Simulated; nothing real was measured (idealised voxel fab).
process module | voxel wiring stack
cross-section cut | 225 nm wide | cells 5 nm
A cross-section is a grid of square cells, given in bands from the top down. A band is one or more rows of cells.
Each band's line starts with the height of the band's top and of its bottom, in nm. Then come its materials from left to right, each with its width in nm. One material with "throughout" fills the band from edge to edge. "air" is empty space.
Height 0 is the level under which the wafer as received is all one material. The lowest band goes on downwards, as in "0 down".
A width such as "30 to 40" changes by the same amount from each row of cells to the next, from the band's top row to its bottom row.
"no change" after a step means that no cell of the cross-section changed.
closed voids: empty space of 8 cells or more with no open way to the top, each as width x height at its distance from the left edge, in nm
after a step's settings: what the simulator itself notes on the step
overlay nm, on a step with a mask: how far to the right of its planned place the mask lay; to the left if negative
plan
1 op RECEIVE | material Si
2 op CONFORMAL_DEP | material SiO2 | thk nm 10
3 op CONFORMAL_DEP | material SiN | thk nm 5
4 op DIRECTIONAL_DEP | material lowk | thk nm 15
5 op MASKED_ETCH | tone open | mask id METAL_1 | width nm 20 | pitch nm 35 | etch materials lowk | depth nm 15 | overlay nm 0
6 op MASKED_ETCH | tone open | mask id METAL_1 | width nm 20 | pitch nm 35 | etch materials SiN | depth nm 5 | overlay nm 0
7 op CONFORMAL_DEP | material TiN | thk nm 5
8 op FILL_DEP | material Ru | thk nm 5
9 op CMP | height nm 30
10 op CONFORMAL_DEP | material SiCN | thk nm 5
11 op DIRECTIONAL_DEP | material SiO2 | thk nm 20
12 op MASKED_ETCH | tone open | mask id PLUG_1 | width nm 15 | pitch nm 35 | etch materials SiO2 | depth nm 20 | overlay nm 0
13 op MASKED_ETCH | tone open | mask id PLUG_1 | width nm 15 | pitch nm 35 | etch materials SiCN | depth nm 5 | overlay nm 0
14 op CONFORMAL_DEP | material TiN | thk nm 5
15 op FILL_DEP | material Ru | thk nm 10
16 op CMP | height nm 55
17 op CONFORMAL_DEP | material SiCN | thk nm 5
18 op DIRECTIONAL_DEP | material lowk | thk nm 20
19 op PATTERN | tone open | mask id METAL_2 | material resist | width nm 20 | pitch nm 35 | thk nm 20 | overlay nm 0
20 op DIRECTIONAL_ETCH | etch materials lowk | depth nm 20
21 op DIRECTIONAL_ETCH | etch materials SiCN | depth nm 5
22 op STRIP | etch materials resist
23 op CONFORMAL_DEP | material TiN | thk nm 5
24 op FILL_DEP | material W | thk nm 5
25 op CMP | height nm 80
26 op CONFORMAL_DEP | material SiCN | thk nm 5
27 op DIRECTIONAL_DEP | material SiO2 | thk nm 15
28 op PATTERN | tone open | mask id PLUG_2 | material resist | width nm 15 | pitch nm 35 | thk nm 20 | overlay nm 0
29 op DIRECTIONAL_ETCH | etch materials SiO2 | depth nm 15
30 op DIRECTIONAL_ETCH | etch materials SiCN | depth nm 5
31 op STRIP | etch materials resist
32 op EPI | material Ru | thk nm 10
33 op EPI | material Ru | thk nm 10
34 op DIRECTIONAL_DEP | material TiN | thk nm 5
35 op DIRECTIONAL_DEP | material Ru | thk nm 25
36 op MASKED_ETCH | tone cover | mask id METAL_3 | width nm 20 | pitch nm 35 | etch materials Ru | depth nm 25 | overlay nm 0
37 op MASKED_ETCH | tone cover | mask id METAL_3 | width nm 20 | pitch nm 35 | etch materials TiN | depth nm 5 | overlay nm 0
38 op CONFORMAL_DEP | material SiCN | thk nm 5
39 op FILL_DEP | material lowk | thk nm 5
40 op CMP | height nm 130
41 op CONFORMAL_DEP | material SiCN | thk nm 5
as received, after step 1
  0 down: Si throughout
  closed voids: none
first wafer at the end, as planned
  135 to 130: SiCN throughout
  130 to 105: lowk 60 | SiCN 5 | Ru 20 | SiCN 5 | lowk 5 | SiCN 5 | Ru 20 | SiCN 5 | lowk 5 | SiCN 5 | Ru 20 | SiCN 5 | lowk 65
  105 to 100: SiCN 65 | TiN 20 | SiCN 15 | TiN 20 | SiCN 15 | TiN 20 | SiCN 70
  100 to 85: SiO2 65 | Ru 15 | SiO2 20 | Ru 15 | SiO2 20 | Ru 15 | SiO2 75
  85 to 80: SiCN 65 | Ru 15 | SiCN 20 | Ru 15 | SiCN 20 | Ru 15 | SiCN 75
  80 to 60: lowk 65 | TiN 5 | W 10 | TiN 5 | lowk 15 | TiN 5 | W 10 | TiN 5 | lowk 15 | TiN 5 | W 10 | TiN 5 | lowk 70
  60 to 55: SiCN 65 | TiN 20 | SiCN 15 | TiN 20 | SiCN 15 | TiN 20 | SiCN 70
  55 to 35: SiO2 65 | TiN 5 | Ru 5 | TiN 5 | SiO2 20 | TiN 5 | Ru 5 | TiN 5 | SiO2 20 | TiN 5 | Ru 5 | TiN 5 | SiO2 75
  35 to 30: SiCN 65 | TiN 15 | SiCN 20 | TiN 15 | SiCN 20 | TiN 15 | SiCN 75
  30 to 15: lowk 65 | TiN 5 | Ru 10 | TiN 5 | lowk 15 | TiN 5 | Ru 10 | TiN 5 | lowk 15 | TiN 5 | Ru 10 | TiN 5 | lowk 70
  15 to 10: SiN 65 | TiN 20 | SiN 15 | TiN 20 | SiN 15 | TiN 20 | SiN 70
  10 to 0: SiO2 throughout
  0 down: Si throughout
  closed voids: none
second wafer at the end: like start, like plan, one mistake
  135 to 130: SiCN throughout
  130 to 105: lowk 60 | SiCN 5 | Ru 20 | SiCN 5 | lowk 5 | SiCN 5 | Ru 20 | SiCN 5 | lowk 5 | SiCN 5 | Ru 20 | SiCN 5 | lowk 65
  105 to 100: lowk 60 | SiCN 5 | TiN 20 | SiCN 15 | TiN 20 | SiCN 15 | TiN 20 | SiCN 25 | lowk 45
  100 to 85: lowk 60 | SiCN 5 | SiO2 15 | Ru 20 | SiO2 15 | Ru 20 | SiO2 15 | Ru 25 | SiCN 5 | lowk 45
  85 to 80: SiCN 80 | Ru 20 | SiCN 15 | Ru 20 | SiCN 15 | Ru 25 | SiCN 50
  80 to 60: lowk 65 | TiN 5 | W 10 | TiN 5 | lowk 15 | TiN 5 | W 10 | TiN 5 | lowk 15 | TiN 5 | W 10 | TiN 5 | lowk 70
  60 to 55: SiCN 65 | TiN 20 | SiCN 15 | TiN 20 | SiCN 15 | TiN 20 | SiCN 70
  55 to 35: SiO2 65 | TiN 5 | Ru 5 | TiN 5 | SiO2 20 | TiN 5 | Ru 5 | TiN 5 | SiO2 20 | TiN 5 | Ru 5 | TiN 5 | SiO2 75
  35 to 30: SiCN 65 | TiN 15 | SiCN 20 | TiN 15 | SiCN 20 | TiN 15 | SiCN 75
  30 to 15: lowk 65 | TiN 5 | Ru 10 | TiN 5 | lowk 15 | TiN 5 | Ru 10 | TiN 5 | lowk 15 | TiN 5 | Ru 10 | TiN 5 | lowk 70
  15 to 10: SiN 65 | TiN 20 | SiN 15 | TiN 20 | SiN 15 | TiN 20 | SiN 70
  10 to 0: SiO2 throughout
  0 down: Si throughout
  closed voids: none
what went wrong: step 28 ran as: op PATTERN | tone cover | mask id PLUG_2 | material resist | width nm 15 | pitch nm 35 | thk nm 20 | overlay nm 0
at the end the second wafer has, in cells: 16 more of Ru | 19 fewer of SiCN | 81 fewer of SiO2 | 84 more of lowk
